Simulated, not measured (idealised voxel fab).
This is a process module. Its name is voxel self aligned vias.
It is cross-section cut that appears here, measuring 220 nm in width, its square cells being 5 nm in size.
Throughout this document, each cross-section is represented as a grid of square cells and is presented as a sequence of bands enumerated from the top downward, where a band comprises one or more rows of cells. Read a band's entry like this: the first values are the height of its top and the height of its bottom in nm, and what follows is the sequence of materials from left to right, each with its width in nm. Note that "empty" is empty space, and that a single material marked "everywhere" reaches across the band from edge to edge. Note: height 0 marks the level under which the wafer is uniformly one material as received. Lowest band unbounded below, written "top 0, no bottom". Think of "30->40" as a width that walks from the first number to the second as you go down the band, top row to bottom row, taking equal-sized steps from row to row. Basically "identical to before" means that step didn't change any cell in the cross-section. The label "closed voids" introduces a list of the empty spaces, 8 cells or larger, that have no open way up to the top; each entry in it reads width x height at distance, where the distance is taken from the left edge and all three are stated in nm. Heads up: the bit after the settings on a step's line is the simulator's remark on that step. Among the settings permitted on a step's line is "overlay nm"; applied to a step with a mask, it specifies the extent to which the mask lay to the right of its planned position, whereas a negative figure signifies a position to the left.

# These are the steps we planned for the process
| 1 | RECEIVE [material Si] |
| 2 | CONFORMAL_DEP [material SiO2] [thk nm 15] |
| 3 | CONFORMAL_DEP [material SiCN] [thk nm 5] |
| 4 | DIRECTIONAL_DEP [material lowk] [thk nm 30] |
| 5 | MASKED_ETCH [tone open] [mask id LINES] [width nm 25] [pitch nm 50] [etch materials lowk] [depth nm 30] [overlay nm 0] |
| 6 | CONFORMAL_DEP [material TiN] [thk nm 5] |
| 7 | FILL_DEP [material W] [thk nm 5] |
| 8 | CMP [height nm 50] |
| 9 | SELECTIVE_ETCH [etch materials W Ru TiN] [depth nm 5] |
| 10 | FILL_DEP [material SiN] [thk nm 10] |
| 11 | CMP [height nm 50] |
| 12 | DIRECTIONAL_DEP [material lowk] [thk nm 20] |
| 13 | PATTERN [tone open] [mask id VIAS] [material resist] [width nm 35] [pitch nm 50] [thk nm 15] [overlay nm 0] |
| 14 | DIRECTIONAL_ETCH [etch materials lowk] [depth nm 20] |
| 15 | DIRECTIONAL_ETCH [etch materials SiN] [depth nm 5] |
| 16 | STRIP [etch materials resist] |
| 17 | CONFORMAL_DEP [material TiN] [thk nm 5] |
| 18 | FILL_DEP [material Cu] [thk nm 5] |
| 19 | CMP [height nm 70] |
| 20 | CONFORMAL_DEP [material SiN] [thk nm 5] |

# Step 1 complete: cross-section of the wafer as received
- top 0, no bottom = Si everywhere
- closed voids: none

# Here's the wafer cut in cross-section after the module, started and planned just like above, except one thing was done wrong in the run
- top 75, bottom 70 = SiN everywhere
- top 70, bottom 50 = 40 lowk, then 5 TiN, then 25 Cu, then 5 TiN, then 15 lowk, then 5 TiN, then 25 Cu, then 5 TiN, then 15 lowk, then 5 TiN, then 25 Cu, then 5 TiN, then 45 lowk
- top 50, bottom 45 = 40 SiN, then 35 TiN, then 15 SiN, then 35 TiN, then 15 SiN, then 35 TiN, then 45 SiN
- top 45, bottom 20 = 45 lowk, then 5 TiN, then 15 W, then 5 TiN, then 25 lowk, then 5 TiN, then 15 W, then 5 TiN, then 25 lowk, then 5 TiN, then 15 W, then 5 TiN, then 50 lowk
- top 20, bottom 15 = 45 lowk, then 25 TiN, then 25 lowk, then 25 TiN, then 25 lowk, then 25 TiN, then 50 lowk
- top 15, bottom 0 = SiO2 everywhere
- top 0, no bottom = Si everywhere
- closed voids: none
Where did the run depart from the plan? step 3 of the plan: omitted, not performed
